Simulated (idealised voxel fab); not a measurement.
Title: Process Module voxel wiring stack
Xsec cut, 290 nm wide, square cell size 5 nm.
In this document a cross-section is written as a grid of square cells. It is given as a series of bands, listed from the top down, and a band is one or more rows of cells. Top height, bottom height, nm. Materials left to right, width each, nm. Single material + "throughout" = fills band edge to edge. "blank" = empty. Heights are expressed relative to 0, this being the level below which the as-received wafer comprises one material exclusively. The lowest band is unbounded in the downward direction and is denoted as in "0 and below". You'd read "30..40" like this: the band's top row of cells is as wide as the first number, its bottom row is as wide as the second, and going down, every row changes width by the same amount as the row before did. Where a step carries "no change occurred", the cross-section came out of it unchanged, cell for cell. Voids not open to the top, 8 cells minimum: see "Entrapped voids". Written width x height at distance; distance is from the left edge; nm. On a step's line, text after the settings is the simulator commenting on that step. Regarding "overlay nm": on a step with a mask, it is the distance the mask lay to the right of its planned place; a negative value places it to the left. In what follows, pairs of cross-sections are presented, each taken before and after one process step, with the after cross-section shown only down to the lowest band that was altered; the step, together with its settings, is stated below the pair. The pairs may stem from different runs of this module on the same starting wafer; accordingly, a pair should be taken as continuing from the one above it solely where its entry headed "Preceding state" indicates as much.
-- Preceding state
- 0 and below = Si throughout
- Entrapped voids: none
-- Step Result
- 15 down to 0 = SiO2 throughout
- Under the height 0 nothing was changed.
- Entrapped voids: none
In between the before and after cross-sections above, the step is op CONFORMAL_DEP | material SiO2 | thk nm 15
Preceding state: The structure entering this step is exactly what the pair just above shows after its step.
-- Step Result
- 20 down to 15 = SiCN throughout
- Under the height 15 nothing was changed.
- Entrapped voids: none
In between the before and after cross-sections above, the step is op CONFORMAL_DEP | material SiCN | thk nm 5
Preceding state: The structure entering this step is exactly what the pair just above shows after its step.
-- Step Result
- 40 down to 20 = lowk throughout
- Under the height 20 nothing was changed.
- Entrapped voids: none
In between the before and after cross-sections above, the step is op DIRECTIONAL_DEP | material lowk | thk nm 20
Preceding state: The structure entering this step is exactly what the pair just above shows after its step.
-- Step Result
- 50 down to 40 = aC throughout
- Under the height 40 nothing was changed.
- Entrapped voids: none
In between the before and after cross-sections above, the step is op DIRECTIONAL_DEP | material aC | thk nm 10
Preceding state: The structure entering this step is exactly what the pair just above shows after its step.
-- Step Result
- 75 down to 50 = resist 60 nm; blank 30 nm; resist 15 nm; blank 30 nm; resist 15 nm; blank 30 nm; resist 15 nm; blank 30 nm; resist 65 nm
- Under the height 50 nothing was changed.
- Entrapped voids: none
In between the before and after cross-sections above, the step is op PATTERN | tone open | mask id METAL_1 | material resist | width nm 30 | pitch nm 45 | thk nm 25 | overlay nm 0
Preceding state: The structure entering this step is exactly what the pair just above shows after its step.
-- Step Result
- 65 down to 50 = resist 60 nm; blank 30 nm; resist 15 nm; blank 30 nm; resist 15 nm; blank 30 nm; resist 15 nm; blank 30 nm; resist 65 nm
- 50 down to 40 = aC 60 nm; blank 30 nm; aC 15 nm; blank 30 nm; aC 15 nm; blank 30 nm; aC 15 nm; blank 30 nm; aC 65 nm
- Under the height 40 nothing was changed.
- Entrapped voids: none
In between the before and after cross-sections above, the step is op DIRECTIONAL_ETCH | etch materials aC | depth nm 10
Preceding state: The structure entering this step is exactly what the pair just above shows after its step.
-- Step Result
- 50 down to 40 = aC 60 nm; blank 30 nm; aC 15 nm; blank 30 nm; aC 15 nm; blank 30 nm; aC 15 nm; blank 30 nm; aC 65 nm
- Under the height 40 nothing was changed.
- Entrapped voids: none
In between the before and after cross-sections above, the step is op STRIP | etch materials resist
Preceding state: The structure entering this step is exactly what the pair just above shows after its step.
-- Step Result
- 50 down to 40 = aC 60 nm; blank 30 nm; aC 15 nm; blank 30 nm; aC 15 nm; blank 30 nm; aC 15 nm; blank 30 nm; aC 65 nm
- 40 down to 20 = lowk 60 nm; blank 30 nm; lowk 15 nm; blank 30 nm; lowk 15 nm; blank 30 nm; lowk 15 nm; blank 30 nm; lowk 65 nm
- Under the height 20 nothing was changed.
- Entrapped voids: none
In between the before and after cross-sections above, the step is op DIRECTIONAL_ETCH | etch materials lowk | depth nm 20
Preceding state: The structure entering this step is exactly what the pair just above shows after its step.
-- Step Result
- 50 down to 40 = aC 60 nm; blank 30 nm; aC 15 nm; blank 30 nm; aC 15 nm; blank 30 nm; aC 15 nm; blank 30 nm; aC 65 nm
- 40 down to 20 = lowk 60 nm; blank 30 nm; lowk 15 nm; blank 30 nm; lowk 15 nm; blank 30 nm; lowk 15 nm; blank 30 nm; lowk 65 nm
- 20 down to 15 = SiCN 60 nm; blank 30 nm; SiCN 15 nm; blank 30 nm; SiCN 15 nm; blank 30 nm; SiCN 15 nm; blank 30 nm; SiCN 65 nm
- Under the height 15 nothing was changed.
- Entrapped voids: none
In between the before and after cross-sections above, the step is op DIRECTIONAL_ETCH | etch materials SiCN | depth nm 5
Preceding state: The structure entering this step is exactly what the pair just above shows after its step.
-- Step Result
- 40 down to 20 = lowk 60 nm; blank 30 nm; lowk 15 nm; blank 30 nm; lowk 15 nm; blank 30 nm; lowk 15 nm; blank 30 nm; lowk 65 nm
- Under the height 20 nothing was changed.
- Entrapped voids: none
In between the before and after cross-sections above, the step is op STRIP | etch materials aC
Preceding state: The structure entering this step is exactly what the pair just above shows after its step.
-- Step Result
- 45 down to 40 = TiN 65 nm; blank 20 nm; TiN 25 nm; blank 20 nm; TiN 25 nm; blank 20 nm; TiN 25 nm; blank 20 nm; TiN 70 nm
- 40 down to 20 = lowk 60 nm; TiN 5 nm; blank 20 nm; TiN 5 nm; lowk 15 nm; TiN 5 nm; blank 20 nm; TiN 5 nm; lowk 15 nm; TiN 5 nm; blank 20 nm; TiN 5 nm; lowk 15 nm; TiN 5 nm; blank 20 nm; TiN 5 nm; lowk 65 nm
- 20 down to 15 = SiCN 60 nm; TiN 30 nm; SiCN 15 nm; TiN 30 nm; SiCN 15 nm; TiN 30 nm; SiCN 15 nm; TiN 30 nm; SiCN 65 nm
- Under the height 15 nothing was changed.
- Entrapped voids: none
In between the before and after cross-sections above, the step is op CONFORMAL_DEP | material TiN | thk nm 5
Preceding state: The structure entering this step is exactly what the pair just above shows after its step.
-- Step Result
- 55 down to 45 = Cu throughout
- 45 down to 40 = TiN 65 nm; Cu 20 nm; TiN 25 nm; Cu 20 nm; TiN 25 nm; Cu 20 nm; TiN 25 nm; Cu 20 nm; TiN 70 nm
- 40 down to 20 = lowk 60 nm; TiN 5 nm; Cu 20 nm; TiN 5 nm; lowk 15 nm; TiN 5 nm; Cu 20 nm; TiN 5 nm; lowk 15 nm; TiN 5 nm; Cu 20 nm; TiN 5 nm; lowk 15 nm; TiN 5 nm; Cu 20 nm; TiN 5 nm; lowk 65 nm
- Under the height 20 nothing was changed.
- Entrapped voids: none
In between the before and after cross-sections above, the step is op FILL_DEP | material Cu | thk nm 10
Preceding state: The structure entering this step is exactly what the pair just above shows after its step.
-- Step Result
- 40 down to 20 = lowk 60 nm; TiN 5 nm; Cu 20 nm; TiN 5 nm; lowk 15 nm; TiN 5 nm; Cu 20 nm; TiN 5 nm; lowk 15 nm; TiN 5 nm; Cu 20 nm; TiN 5 nm; lowk 15 nm; TiN 5 nm; Cu 20 nm; TiN 5 nm; lowk 65 nm
- Under the height 20 nothing was changed.
- Entrapped voids: none
In between the before and after cross-sections above, the step is op CMP | height nm 40
Preceding state: The structure entering this step is exactly what the pair just above shows after its step.
-- Step Result
- 45 down to 40 = SiCN throughout
- Under the height 40 nothing was changed.
- Entrapped voids: none
In between the before and after cross-sections above, the step is op CONFORMAL_DEP | material SiCN | thk nm 5
Preceding state: The structure entering this step is exactly what the pair just above shows after its step.
-- Step Result
- 60 down to 45 = SiO2 throughout
- Under the height 45 nothing was changed.
- Entrapped voids: none
In between the before and after cross-sections above, the step is op DIRECTIONAL_DEP | material SiO2 | thk nm 15
Preceding state: The structure entering this step is exactly what the pair just above shows after its step.
-- Step Result
- 75 down to 60 = resist 60 nm; blank 15 nm; resist 30 nm; blank 15 nm; resist 30 nm; blank 15 nm; resist 30 nm; blank 15 nm; resist 80 nm
- Under the height 60 nothing was changed.
- Entrapped voids: none
In between the before and after cross-sections above, the step is op PATTERN | tone open | mask id PLUG_1 | material resist | width nm 15 | pitch nm 45 | thk nm 15 | overlay nm 0
Preceding state: The structure entering this step is exactly what the pair just above shows after its step.
-- Step Result
- 75 down to 60 = resist 60 nm; blank 15 nm; resist 30 nm; blank 15 nm; resist 30 nm; blank 15 nm; resist 30 nm; blank 15 nm; resist 80 nm
- 60 down to 45 = SiO2 60 nm; blank 15 nm; SiO2 30 nm; blank 15 nm; SiO2 30 nm; blank 15 nm; SiO2 30 nm; blank 15 nm; SiO2 80 nm
- Under the height 45 nothing was changed.
- Entrapped voids: none
In between the before and after cross-sections above, the step is op DIRECTIONAL_ETCH | etch materials SiO2 | depth nm 15
Preceding state: The structure entering this step is exactly what the pair just above shows after its step.
-- Step Result
- 75 down to 60 = resist 60 nm; blank 15 nm; resist 30 nm; blank 15 nm; resist 30 nm; blank 15 nm; resist 30 nm; blank 15 nm; resist 80 nm
- 60 down to 45 = SiO2 60 nm; blank 15 nm; SiO2 30 nm; blank 15 nm; SiO2 30 nm; blank 15 nm; SiO2 30 nm; blank 15 nm; SiO2 80 nm
- 45 down to 40 = SiCN 60 nm; blank 15 nm; SiCN 30 nm; blank 15 nm; SiCN 30 nm; blank 15 nm; SiCN 30 nm; blank 15 nm; SiCN 80 nm
- Under the height 40 nothing was changed.
- Entrapped voids: none
In between the before and after cross-sections above, the step is op DIRECTIONAL_ETCH | etch materials SiCN | depth nm 5
Preceding state: The structure entering this step is exactly what the pair just above shows after its step.
-- Step Result
- 60 down to 45 = SiO2 60 nm; blank 15 nm; SiO2 30 nm; blank 15 nm; SiO2 30 nm; blank 15 nm; SiO2 30 nm; blank 15 nm; SiO2 80 nm
- Under the height 45 nothing was changed.
- Entrapped voids: none
In between the before and after cross-sections above, the step is op STRIP | etch materials resist
Preceding state: The structure entering this step is exactly what the pair just above shows after its step.
-- Step Result
- 60 down to 50 = SiO2 60 nm; blank 15 nm; SiO2 30 nm; blank 15 nm; SiO2 30 nm; blank 15 nm; SiO2 30 nm; blank 15 nm; SiO2 80 nm
- 50 down to 45 = SiO2 60 nm; Ru 15 nm; SiO2 30 nm; Ru 15 nm; SiO2 30 nm; Ru 15 nm; SiO2 30 nm; Ru 15 nm; SiO2 80 nm
- 45 down to 40 = SiCN 60 nm; Ru 15 nm; SiCN 30 nm; Ru 15 nm; SiCN 30 nm; Ru 15 nm; SiCN 30 nm; Ru 15 nm; SiCN 80 nm
- Under the height 40 nothing was changed.
- Entrapped voids: none
In between the before and after cross-sections above, the step is op EPI | material Ru | thk nm 10
Preceding state: The structure entering this step is exactly what the pair just above shows after its step.
-- Step Result
- 60 down to 45 = SiO2 60 nm; Ru 15 nm; SiO2 30 nm; Ru 15 nm; SiO2 30 nm; Ru 15 nm; SiO2 30 nm; Ru 15 nm; SiO2 80 nm
- Under the height 45 nothing was changed.
- Entrapped voids: none
In between the before and after cross-sections above, the step is op EPI | material Ru | thk nm 10
Preceding state: The structure entering this step is exactly what the pair just above shows after its step.
-- Step Result
- 65 down to 60 = SiCN throughout
- Under the height 60 nothing was changed.
- Entrapped voids: none
In between the before and after cross-sections above, the step is op CONFORMAL_DEP | material SiCN | thk nm 5
Preceding state: The structure entering this step is exactly what the pair just above shows after its step.
-- Step Result
- 85 down to 65 = lowk throughout
- Under the height 65 nothing was changed.
- Entrapped voids: none
In between the before and after cross-sections above, the step is op DIRECTIONAL_DEP | material lowk | thk nm 20
Preceding state: The structure entering this step is exactly what the pair just above shows after its step.
-- Step Result
- 85 down to 65 = lowk 60 nm; blank 30 nm; lowk 15 nm; blank 30 nm; lowk 15 nm; blank 30 nm; lowk 15 nm; blank 30 nm; lowk 65 nm
- Under the height 65 nothing was changed.
- Entrapped voids: none
In between the before and after cross-sections above, the step is op MASKED_ETCH | tone open | mask id METAL_2 | width nm 30 | pitch nm 45 | etch materials lowk | depth nm 20 | overlay nm 0
Preceding state: The structure entering this step is exactly what the pair just above shows after its step.
-- Step Result
- 85 down to 65 = lowk 60 nm; blank 30 nm; lowk 15 nm; blank 30 nm; lowk 15 nm; blank 30 nm; lowk 15 nm; blank 30 nm; lowk 65 nm
- 65 down to 60 = SiCN 60 nm; blank 30 nm; SiCN 15 nm; blank 30 nm; SiCN 15 nm; blank 30 nm; SiCN 15 nm; blank 30 nm; SiCN 65 nm
- Under the height 60 nothing was changed.
- Entrapped voids: none
In between the before and after cross-sections above, the step is op MASKED_ETCH | tone open | mask id METAL_2 | width nm 30 | pitch nm 45 | etch materials SiCN | depth nm 5 | overlay nm 0
Preceding state: The structure entering this step is exactly what the pair just above shows after its step.
-- Step Result
- 90 down to 85 = TiN 65 nm; blank 20 nm; TiN 25 nm; blank 20 nm; TiN 25 nm; blank 20 nm; TiN 25 nm; blank 20 nm; TiN 70 nm
- 85 down to 65 = lowk 60 nm; TiN 5 nm; blank 20 nm; TiN 5 nm; lowk 15 nm; TiN 5 nm; blank 20 nm; TiN 5 nm; lowk 15 nm; TiN 5 nm; blank 20 nm; TiN 5 nm; lowk 15 nm; TiN 5 nm; blank 20 nm; TiN 5 nm; lowk 65 nm
- 65 down to 60 = SiCN 60 nm; TiN 30 nm; SiCN 15 nm; TiN 30 nm; SiCN 15 nm; TiN 30 nm; SiCN 15 nm; TiN 30 nm; SiCN 65 nm
- Under the height 60 nothing was changed.
- Entrapped voids: none
In between the before and after cross-sections above, the step is op CONFORMAL_DEP | material TiN | thk nm 5
Preceding state: The structure entering this step is exactly what the pair just above shows after its step.
-- Step Result
- 100 down to 90 = W throughout
- 90 down to 85 = TiN 65 nm; W 20 nm; TiN 25 nm; W 20 nm; TiN 25 nm; W 20 nm; TiN 25 nm; W 20 nm; TiN 70 nm
- 85 down to 65 = lowk 60 nm; TiN 5 nm; W 20 nm; TiN 5 nm; lowk 15 nm; TiN 5 nm; W 20 nm; TiN 5 nm; lowk 15 nm; TiN 5 nm; W 20 nm; TiN 5 nm; lowk 15 nm; TiN 5 nm; W 20 nm; TiN 5 nm; lowk 65 nm
- Under the height 65 nothing was changed.
- Entrapped voids: none
In between the before and after cross-sections above, the step is op FILL_DEP | material W | thk nm 10
Preceding state: The structure entering this step is exactly what the pair just above shows after its step.
-- Step Result
- 85 down to 65 = lowk 60 nm; TiN 5 nm; W 20 nm; TiN 5 nm; lowk 15 nm; TiN 5 nm; W 20 nm; TiN 5 nm; lowk 15 nm; TiN 5 nm; W 20 nm; TiN 5 nm; lowk 15 nm; TiN 5 nm; W 20 nm; TiN 5 nm; lowk 65 nm
- Under the height 65 nothing was changed.
- Entrapped voids: none
In between the before and after cross-sections above, the step is op CMP | height nm 85
Preceding state: The structure entering this step is exactly what the pair just above shows after its step.
-- Step Result
- 90 down to 85 = SiCN throughout
- Under the height 85 nothing was changed.
- Entrapped voids: none
In between the before and after cross-sections above, the step is op CONFORMAL_DEP | material SiCN | thk nm 5
Preceding state: The structure entering this step is exactly what the pair just above shows after its step.
-- Step Result
- 115 down to 90 = lowk throughout
- Under the height 90 nothing was changed.
- Entrapped voids: none
In between the before and after cross-sections above, the step is op DIRECTIONAL_DEP | material lowk | thk nm 25
Preceding state: The structure entering this step is exactly what the pair just above shows after its step.
-- Step Result
- 130 down to 115 = resist 60 nm; blank 15 nm; resist 75 nm; blank 15 nm; resist 125 nm
- Under the height 115 nothing was changed.
- Entrapped voids: none
In between the before and after cross-sections above, the step is op PATTERN | tone open | mask id METAL_3_HOLES | material resist | width nm 15 | pitch nm 90 | thk nm 15 | overlay nm 0
Preceding state: The structure entering this step is exactly what the pair just above shows after its step.
-- Step Result
- 130 down to 115 = resist 60 nm; blank 15 nm; resist 75 nm; blank 15 nm; resist 125 nm
- 115 down to 90 = lowk 60 nm; blank 15 nm; lowk 75 nm; blank 15 nm; lowk 125 nm
- Under the height 90 nothing was changed.
- Entrapped voids: none
In between the before and after cross-sections above, the step is op DIRECTIONAL_ETCH | etch materials lowk | depth nm 25
Preceding state: The structure entering this step is exactly what the pair just above shows after its step.
-- Step Result
- 115 down to 90 = lowk 60 nm; blank 15 nm; lowk 75 nm; blank 15 nm; lowk 125 nm
- Under the height 90 nothing was changed.
- Entrapped voids: none
In between the before and after cross-sections above, the step is op STRIP | etch materials resist
Preceding state: The structure entering this step is exactly what the pair just above shows after its step.
-- Step Result
- 130 down to 115 = aC 60 nm; blank 15 nm; aC 75 nm; blank 15 nm; aC 125 nm
- 115 down to 105 = lowk 60 nm; blank 15 nm; lowk 75 nm; blank 15 nm; lowk 125 nm
- 105 down to 90 = lowk 60 nm; aC 15 nm; lowk 75 nm; aC 15 nm; lowk 125 nm
- Under the height 90 nothing was changed.
- Entrapped voids: none
In between the before and after cross-sections above, the step is op DIRECTIONAL_DEP | material aC | thk nm 15
Preceding state: The structure entering this step is exactly what the pair just above shows after its step.
-- Step Result
- 165 down to 130 = resist 60 nm; blank 30 nm; resist 15 nm; blank 30 nm; resist 15 nm; blank 30 nm; resist 15 nm; blank 30 nm; resist 65 nm
- Under the height 130 nothing was changed.
- Entrapped voids: none
In between the before and after cross-sections above, the step is op PATTERN | tone open | mask id METAL_3 | material resist | width nm 30 | pitch nm 45 | thk nm 35 | overlay nm 0
Preceding state: The structure entering this step is exactly what the pair just above shows after its step.
-- Step Result
- 150 down to 130 = resist 60 nm; blank 30 nm; resist 15 nm; blank 30 nm; resist 15 nm; blank 30 nm; resist 15 nm; blank 30 nm; resist 65 nm
- 130 down to 115 = aC 60 nm; blank 30 nm; aC 15 nm; blank 30 nm; aC 15 nm; blank 30 nm; aC 15 nm; blank 30 nm; aC 65 nm
- 115 down to 90 = lowk 60 nm; blank 15 nm; lowk 75 nm; blank 15 nm; lowk 125 nm
- Under the height 90 nothing was changed.
- Entrapped voids: none
In between the before and after cross-sections above, the step is op DIRECTIONAL_ETCH | etch materials aC | depth nm 15
Preceding state: The structure entering this step is exactly what the pair just above shows after its step.
-- Step Result
- 130 down to 115 = aC 60 nm; blank 30 nm; aC 15 nm; blank 30 nm; aC 15 nm; blank 30 nm; aC 15 nm; blank 30 nm; aC 65 nm
- Under the height 115 nothing was changed.
- Entrapped voids: none
In between the before and after cross-sections above, the step is op STRIP | etch materials resist
Preceding state: The structure entering this step is exactly what the pair just above shows after its step.
-- Step Result
- 130 down to 115 = aC 60 nm; blank 30 nm; aC 15 nm; blank 30 nm; aC 15 nm; blank 30 nm; aC 15 nm; blank 30 nm; aC 65 nm
- 115 down to 100 = lowk 60 nm; blank 30 nm; lowk 15 nm; blank 30 nm; lowk 15 nm; blank 30 nm; lowk 15 nm; blank 30 nm; lowk 65 nm
- Under the height 100 nothing was changed.
- Entrapped voids: none
In between the before and after cross-sections above, the step is op DIRECTIONAL_ETCH | etch materials lowk | depth nm 15
Preceding state: The structure entering this step is exactly what the pair just above shows after its step.
-- Step Result
- 130 down to 115 = aC 60 nm; blank 30 nm; aC 15 nm; blank 30 nm; aC 15 nm; blank 30 nm; aC 15 nm; blank 30 nm; aC 65 nm
- 115 down to 100 = lowk 60 nm; blank 30 nm; lowk 15 nm; blank 30 nm; lowk 15 nm; blank 30 nm; lowk 15 nm; blank 30 nm; lowk 65 nm
- 100 down to 90 = lowk 60 nm; blank 15 nm; lowk 75 nm; blank 15 nm; lowk 125 nm
- 90 down to 85 = SiCN 60 nm; blank 15 nm; SiCN 75 nm; blank 15 nm; SiCN 125 nm
- Under the height 85 nothing was changed.
- Entrapped voids: none
In between the before and after cross-sections above, the step is op DIRECTIONAL_ETCH | etch materials SiCN | depth nm 5
Preceding state: The structure entering this step is exactly what the pair just above shows after its step.
-- Step Result
- 115 down to 100 = lowk 60 nm; blank 30 nm; lowk 15 nm; blank 30 nm; lowk 15 nm; blank 30 nm; lowk 15 nm; blank 30 nm; lowk 65 nm
- Under the height 100 nothing was changed.
- Entrapped voids: none
In between the before and after cross-sections above, the step is op STRIP | etch materials aC
Preceding state: The structure entering this step is exactly what the pair just above shows after its step.
-- Step Result
- 120 down to 115 = TiN 65 nm; blank 20 nm; TiN 25 nm; blank 20 nm; TiN 25 nm; blank 20 nm; TiN 25 nm; blank 20 nm; TiN 70 nm
- 115 down to 105 = lowk 60 nm; TiN 5 nm; blank 20 nm; TiN 5 nm; lowk 15 nm; TiN 5 nm; blank 20 nm; TiN 5 nm; lowk 15 nm; TiN 5 nm; blank 20 nm; TiN 5 nm; lowk 15 nm; TiN 5 nm; blank 20 nm; TiN 5 nm; lowk 65 nm
- 105 down to 100 = lowk 60 nm; TiN 5 nm; blank 5 nm; TiN 20 nm; lowk 15 nm; TiN 30 nm; lowk 15 nm; TiN 5 nm; blank 5 nm; TiN 20 nm; lowk 15 nm; TiN 30 nm; lowk 65 nm
- 100 down to 90 = lowk 60 nm; TiN 5 nm; blank 5 nm; TiN 5 nm; lowk 75 nm; TiN 5 nm; blank 5 nm; TiN 5 nm; lowk 125 nm
- 90 down to 85 = SiCN 60 nm; TiN 15 nm; SiCN 75 nm; TiN 15 nm; SiCN 125 nm
- Under the height 85 nothing was changed.
- Entrapped voids: none
In between the before and after cross-sections above, the step is op CONFORMAL_DEP | material TiN | thk nm 5
Preceding state: The structure entering this step is exactly what the pair just above shows after its step.
-- Step Result
- 125 down to 120 = Cu throughout
- 120 down to 115 = TiN 65 nm; Cu 20 nm; TiN 25 nm; Cu 20 nm; TiN 25 nm; Cu 20 nm; TiN 25 nm; Cu 20 nm; TiN 70 nm
- 115 down to 105 = lowk 60 nm; TiN 5 nm; Cu 20 nm; TiN 5 nm; lowk 15 nm; TiN 5 nm; Cu 20 nm; TiN 5 nm; lowk 15 nm; TiN 5 nm; Cu 20 nm; TiN 5 nm; lowk 15 nm; TiN 5 nm; Cu 20 nm; TiN 5 nm; lowk 65 nm
- 105 down to 100 = lowk 60 nm; TiN 5 nm; Cu 5 nm; TiN 20 nm; lowk 15 nm; TiN 30 nm; lowk 15 nm; TiN 5 nm; Cu 5 nm; TiN 20 nm; lowk 15 nm; TiN 30 nm; lowk 65 nm
- 100 down to 90 = lowk 60 nm; TiN 5 nm; Cu 5 nm; TiN 5 nm; lowk 75 nm; TiN 5 nm; Cu 5 nm; TiN 5 nm; lowk 125 nm
- Under the height 90 nothing was changed.
- Entrapped voids: none
In between the before and after cross-sections above, the step is op FILL_DEP | material Cu | thk nm 5
Preceding state: The structure entering this step is exactly what the pair just above shows after its step.
-- Step Result
- 115 down to 105 = lowk 60 nm; TiN 5 nm; Cu 20 nm; TiN 5 nm; lowk 15 nm; TiN 5 nm; Cu 20 nm; TiN 5 nm; lowk 15 nm; TiN 5 nm; Cu 20 nm; TiN 5 nm; lowk 15 nm; TiN 5 nm; Cu 20 nm; TiN 5 nm; lowk 65 nm
- Under the height 105 nothing was changed.
- Entrapped voids: none
In between the before and after cross-sections above, the step is op CMP | height nm 115
Preceding state: The structure entering this step is exactly what the pair just above shows after its step.
-- Step Result
- 120 down to 115 = SiCN throughout
- Under the height 115 nothing was changed.
- Entrapped voids: none
In between the before and after cross-sections above, the step is op CONFORMAL_DEP | material SiCN | thk nm 5
-- Preceding state
- 0 and below = Si throughout
- Entrapped voids: none
-- Step Result
- 5 down to 0 = SiCN throughout
- Under the height 0 nothing was changed.
- Entrapped voids: none
In between the before and after cross-sections above, the step is op CONFORMAL_DEP | material SiCN | thk nm 5
Preceding state: The structure entering this step is exactly what the pair just above shows after its step.
-- Step Result
- 25 down to 5 = lowk throughout
- Under the height 5 nothing was changed.
- Entrapped voids: none
In between the before and after cross-sections above, the step is op DIRECTIONAL_DEP | material lowk | thk nm 20
Preceding state: The structure entering this step is exactly what the pair just above shows after its step.
-- Step Result
- 35 down to 25 = aC throughout
- Under the height 25 nothing was changed.
- Entrapped voids: none
In between the before and after cross-sections above, the step is op DIRECTIONAL_DEP | material aC | thk nm 10
Preceding state: The structure entering this step is exactly what the pair just above shows after its step.
-- Step Result
- 60 down to 35 = resist 60 nm; blank 30 nm; resist 15 nm; blank 30 nm; resist 15 nm; blank 30 nm; resist 15 nm; blank 30 nm; resist 65 nm
- Under the height 35 nothing was changed.
- Entrapped voids: none
In between the before and after cross-sections above, the step is op PATTERN | tone open | mask id METAL_1 | material resist | width nm 30 | pitch nm 45 | thk nm 25 | overlay nm 0
Preceding state: The structure entering this step is exactly what the pair just above shows after its step.
-- Step Result
- 50 down to 35 = resist 60 nm; blank 30 nm; resist 15 nm; blank 30 nm; resist 15 nm; blank 30 nm; resist 15 nm; blank 30 nm; resist 65 nm
- 35 down to 25 = aC 60 nm; blank 30 nm; aC 15 nm; blank 30 nm; aC 15 nm; blank 30 nm; aC 15 nm; blank 30 nm; aC 65 nm
- Under the height 25 nothing was changed.
- Entrapped voids: none
In between the before and after cross-sections above, the step is op DIRECTIONAL_ETCH | etch materials aC | depth nm 10
Preceding state: The structure entering this step is exactly what the pair just above shows after its step.
-- Step Result
- 35 down to 25 = aC 60 nm; blank 30 nm; aC 15 nm; blank 30 nm; aC 15 nm; blank 30 nm; aC 15 nm; blank 30 nm; aC 65 nm
- Under the height 25 nothing was changed.
- Entrapped voids: none
In between the before and after cross-sections above, the step is op STRIP | etch materials resist
Preceding state: The structure entering this step is exactly what the pair just above shows after its step.
-- Step Result
- 35 down to 25 = aC 60 nm; blank 30 nm; aC 15 nm; blank 30 nm; aC 15 nm; blank 30 nm; aC 15 nm; blank 30 nm; aC 65 nm
- 25 down to 5 = lowk 60 nm; blank 30 nm; lowk 15 nm; blank 30 nm; lowk 15 nm; blank 30 nm; lowk 15 nm; blank 30 nm; lowk 65 nm
- Under the height 5 nothing was changed.
- Entrapped voids: none
In between the before and after cross-sections above, the step is op DIRECTIONAL_ETCH | etch materials lowk | depth nm 20
Preceding state: The structure entering this step is exactly what the pair just above shows after its step.
-- Step Result
- 35 down to 25 = aC 60 nm; blank 30 nm; aC 15 nm; blank 30 nm; aC 15 nm; blank 30 nm; aC 15 nm; blank 30 nm; aC 65 nm
- 25 down to 5 = lowk 60 nm; blank 30 nm; lowk 15 nm; blank 30 nm; lowk 15 nm; blank 30 nm; lowk 15 nm; blank 30 nm; lowk 65 nm
- 5 down to 0 = SiCN 60 nm; blank 30 nm; SiCN 15 nm; blank 30 nm; SiCN 15 nm; blank 30 nm; SiCN 15 nm; blank 30 nm; SiCN 65 nm
- Under the height 0 nothing was changed.
- Entrapped voids: none
In between the before and after cross-sections above, the step is op DIRECTIONAL_ETCH | etch materials SiCN | depth nm 5
Preceding state: The structure entering this step is exactly what the pair just above shows after its step.
-- Step Result
- 25 down to 5 = lowk 60 nm; blank 30 nm; lowk 15 nm; blank 30 nm; lowk 15 nm; blank 30 nm; lowk 15 nm; blank 30 nm; lowk 65 nm
- Under the height 5 nothing was changed.
- Entrapped voids: none
In between the before and after cross-sections above, the step is op STRIP | etch materials aC
Preceding state: The structure entering this step is exactly what the pair just above shows after its step.
-- Step Result
- 30 down to 25 = TiN 65 nm; blank 20 nm; TiN 25 nm; blank 20 nm; TiN 25 nm; blank 20 nm; TiN 25 nm; blank 20 nm; TiN 70 nm
- 25 down to 5 = lowk 60 nm; TiN 5 nm; blank 20 nm; TiN 5 nm; lowk 15 nm; TiN 5 nm; blank 20 nm; TiN 5 nm; lowk 15 nm; TiN 5 nm; blank 20 nm; TiN 5 nm; lowk 15 nm; TiN 5 nm; blank 20 nm; TiN 5 nm; lowk 65 nm
- 5 down to 0 = SiCN 60 nm; TiN 30 nm; SiCN 15 nm; TiN 30 nm; SiCN 15 nm; TiN 30 nm; SiCN 15 nm; TiN 30 nm; SiCN 65 nm
- Under the height 0 nothing was changed.
- Entrapped voids: none
In between the before and after cross-sections above, the step is op CONFORMAL_DEP | material TiN | thk nm 5
Preceding state: The structure entering this step is exactly what the pair just above shows after its step.
-- Step Result
- 40 down to 30 = Cu throughout
- 30 down to 25 = TiN 65 nm; Cu 20 nm; TiN 25 nm; Cu 20 nm; TiN 25 nm; Cu 20 nm; TiN 25 nm; Cu 20 nm; TiN 70 nm
- 25 down to 5 = lowk 60 nm; TiN 5 nm; Cu 20 nm; TiN 5 nm; lowk 15 nm; TiN 5 nm; Cu 20 nm; TiN 5 nm; lowk 15 nm; TiN 5 nm; Cu 20 nm; TiN 5 nm; lowk 15 nm; TiN 5 nm; Cu 20 nm; TiN 5 nm; lowk 65 nm
- Under the height 5 nothing was changed.
- Entrapped voids: none
In between the before and after cross-sections above, the step is op FILL_DEP | material Cu | thk nm 10
Preceding state: The structure entering this step is exactly what the pair just above shows after its step.
-- Step Result
- 45 down to 40 = SiCN throughout
- Under the height 40 nothing was changed.
- Entrapped voids: none
In between the before and after cross-sections above, the step is op CONFORMAL_DEP | material SiCN | thk nm 5
Preceding state: The structure entering this step is exactly what the pair just above shows after its step.
-- Step Result
- 60 down to 45 = SiO2 throughout
- Under the height 45 nothing was changed.
- Entrapped voids: none
In between the before and after cross-sections above, the step is op DIRECTIONAL_DEP | material SiO2 | thk nm 15
Preceding state: The structure entering this step is exactly what the pair just above shows after its step.
-- Step Result
- 75 down to 60 = resist 60 nm; blank 15 nm; resist 30 nm; blank 15 nm; resist 30 nm; blank 15 nm; resist 30 nm; blank 15 nm; resist 80 nm
- Under the height 60 nothing was changed.
- Entrapped voids: none
In between the before and after cross-sections above, the step is op PATTERN | tone open | mask id PLUG_1 | material resist | width nm 15 | pitch nm 45 | thk nm 15 | overlay nm 0
Preceding state: The structure entering this step is exactly what the pair just above shows after its step.
-- Step Result
- 75 down to 60 = resist 60 nm; blank 15 nm; resist 30 nm; blank 15 nm; resist 30 nm; blank 15 nm; resist 30 nm; blank 15 nm; resist 80 nm
- 60 down to 45 = SiO2 60 nm; blank 15 nm; SiO2 30 nm; blank 15 nm; SiO2 30 nm; blank 15 nm; SiO2 30 nm; blank 15 nm; SiO2 80 nm
- Under the height 45 nothing was changed.
- Entrapped voids: none
In between the before and after cross-sections above, the step is op DIRECTIONAL_ETCH | etch materials SiO2 | depth nm 15
